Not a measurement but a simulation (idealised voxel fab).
Process module in this document: voxel wiring stack
In the cross-section labelled cut, the width is 215 nm and each square cell is 5 nm.
Reading order for cross-sections: top band down to bottom band. Underlying form: a grid of square cells. Band size: one or more rows of cells. Read a band's entry like this: the first values are the height of its top and the height of its bottom in nm, and what follows is the sequence of materials from left to right, each with its width in nm. Note that "empty" is empty space, and that a single material marked "everywhere" reaches across the band from edge to edge. Heights are measured from 0, the level below which the as-received wafer is all one material; the lowest band has no bottom and continues downward, written as in "0 nm and below". The notation "30..40" denotes a width that varies across the rows of cells in the band, beginning at the first number in the top row, finishing at the second number in the bottom row, and changing by an identical amount from each row to the next. A step reported as "nothing got changed" is a step in which no cell of the cross-section changed. Voids, sealed: empty space of 8 cells or more with no open way to the top, each as width x height at its distance from the left edge, in nm. after a step's settings: what the simulator itself notes on the step. The setting "overlay nm" may be written on the line of a step. When the step uses a mask, the value reports how far to the right of the planned place the mask lay, and a negative value reports that it lay to the left.

## Here's what the planned process steps look like
1. RECEIVE [material Si]
2. CONFORMAL_DEP [material SiO2] [thk nm 15]
3. DIRECTIONAL_DEP [material TiN] [thk nm 5]
4. DIRECTIONAL_DEP [material W] [thk nm 25]
5. MASKED_ETCH [tone cover] [mask id METAL_1] [width nm 25] [pitch nm 50] [etch materials W] [depth nm 25] [overlay nm 0]
6. MASKED_ETCH [tone cover] [mask id METAL_1] [width nm 25] [pitch nm 50] [etch materials TiN] [depth nm 5] [overlay nm 0]
7. CONFORMAL_DEP [material SiCN] [thk nm 5]
8. FILL_DEP [material lowk] [thk nm 10]
9. CMP [height nm 45]
10. CONFORMAL_DEP [material SiCN] [thk nm 5]
11. DIRECTIONAL_DEP [material lowk] [thk nm 10]
12. DIRECTIONAL_DEP [material aC] [thk nm 15]
13. PATTERN [tone open] [mask id PLUG_1] [material resist] [width nm 15] [pitch nm 50] [thk nm 35] [overlay nm 0]
14. DIRECTIONAL_ETCH [etch materials aC] [depth nm 15]
15. STRIP [etch materials resist]
16. DIRECTIONAL_ETCH [etch materials lowk] [depth nm 10]
17. DIRECTIONAL_ETCH [etch materials SiCN] [depth nm 5]
18. STRIP [etch materials aC]
19. CONFORMAL_DEP [material TiN] [thk nm 5]
20. FILL_DEP [material W] [thk nm 5]
21. CMP [height nm 60]
22. DIRECTIONAL_DEP [material TiN] [thk nm 5]
23. DIRECTIONAL_DEP [material W] [thk nm 15]
24. MASKED_ETCH [tone cover] [mask id METAL_2] [width nm 25] [pitch nm 50] [etch materials W] [depth nm 15] [overlay nm 0]
25. MASKED_ETCH [tone cover] [mask id METAL_2] [width nm 25] [pitch nm 50] [etch materials TiN] [depth nm 5] [overlay nm 0]
26. CONFORMAL_DEP [material SiN] [thk nm 5]
27. FILL_DEP [material SiO2] [thk nm 5]
28. CMP [height nm 80]
29. CONFORMAL_DEP [material SiCN] [thk nm 5]
30. DIRECTIONAL_DEP [material SiO2] [thk nm 25]
31. DIRECTIONAL_DEP [material aC] [thk nm 15]
32. PATTERN [tone open] [mask id METAL_3] [material resist] [width nm 25] [pitch nm 50] [thk nm 30] [overlay nm 0]
33. DIRECTIONAL_ETCH [etch materials aC] [depth nm 15]
34. STRIP [etch materials resist]
35. DIRECTIONAL_ETCH [etch materials SiO2] [depth nm 15]
36. STRIP [etch materials aC]
37. PATTERN [tone open] [mask id METAL_3_HOLES] [material resist] [width nm 15] [thk nm 20] [overlay nm 0]
38. DIRECTIONAL_ETCH [etch materials SiO2] [depth nm 10]
39. DIRECTIONAL_ETCH [etch materials SiCN] [depth nm 5]
40. STRIP [etch materials resist]
41. CONFORMAL_DEP [material TiN] [thk nm 5]
42. FILL_DEP [material Ru] [thk nm 10]
43. CMP [height nm 110]
44. CONFORMAL_DEP [material SiN] [thk nm 5]

## Cross-section of the wafer as it came to us, i.e., already through step 1
    0 nm and below: Si everywhere
    Voids, sealed: none

## Cross-sectional view of the first of the two wafers upon completion of the module, processed in accordance with the plan
    115 nm to 110 nm: SiN everywhere
    110 nm to 100 nm: 70 SiO2; 5 TiN; 15 Ru; 5 TiN; 25 SiO2; 5 TiN; 15 Ru; 5 TiN; 70 SiO2
    100 nm to 95 nm: 70 SiO2; 5 TiN; 5 Ru; 15 TiN; 25 SiO2; 25 TiN; 70 SiO2
    95 nm to 85 nm: 70 SiO2; 5 TiN; 5 Ru; 5 TiN; 130 SiO2
    85 nm to 80 nm: 70 SiCN; 15 TiN; 130 SiCN
    80 nm to 65 nm: 65 SiO2; 5 SiN; 25 W; 5 SiN; 15 SiO2; 5 SiN; 25 W; 5 SiN; 65 SiO2
    65 nm to 60 nm: 70 SiN; 25 TiN; 25 SiN; 25 TiN; 70 SiN
    60 nm to 50 nm: 70 lowk; 5 TiN; 5 W; 5 TiN; 35 lowk; 5 TiN; 5 W; 5 TiN; 80 lowk
    50 nm to 45 nm: 70 SiCN; 15 TiN; 35 SiCN; 15 TiN; 80 SiCN
    45 nm to 20 nm: 65 lowk; 5 SiCN; 25 W; 5 SiCN; 15 lowk; 5 SiCN; 25 W; 5 SiCN; 65 lowk
    20 nm to 15 nm: 70 SiCN; 25 TiN; 25 SiCN; 25 TiN; 70 SiCN
    15 nm to 0 nm: SiO2 everywhere
    0 nm and below: Si everywhere
    Voids, sealed: none

## What the second wafer looks like in cross-section once the module is done. Its start and its plan matched the first wafer's exactly; what differed was one mistake in how it was run
    115 nm to 110 nm: SiN everywhere
    110 nm to 105 nm: 70 SiO2; 5 TiN; 5 Ru; 5 TiN; 130 SiO2
    105 nm to 100 nm: 70 SiO2; 15 TiN; 130 SiO2
    100 nm to 85 nm: aC everywhere
    85 nm to 80 nm: SiCN everywhere
    80 nm to 65 nm: 65 SiO2; 5 SiN; 25 W; 5 SiN; 15 SiO2; 5 SiN; 25 W; 5 SiN; 65 SiO2
    65 nm to 60 nm: 70 SiN; 25 TiN; 25 SiN; 25 TiN; 70 SiN
    60 nm to 50 nm: 70 lowk; 5 TiN; 5 W; 5 TiN; 35 lowk; 5 TiN; 5 W; 5 TiN; 80 lowk
    50 nm to 45 nm: 70 SiCN; 15 TiN; 35 SiCN; 15 TiN; 80 SiCN
    45 nm to 20 nm: 65 lowk; 5 SiCN; 25 W; 5 SiCN; 15 lowk; 5 SiCN; 25 W; 5 SiCN; 65 lowk
    20 nm to 15 nm: 70 SiCN; 25 TiN; 25 SiCN; 25 TiN; 70 SiCN
    15 nm to 0 nm: SiO2 everywhere
    0 nm and below: Si everywhere
    Voids, sealed: none
What went wrong in running the wafer? steps 30 and 31: order swapped relative to plan
Looking at both finished wafers in cells, the second ends up ahead of or behind the first on some materials: 14 fewer of Ru, 3 more of SiCN, 99 fewer of SiO2, 19 fewer of TiN, 129 more of aC
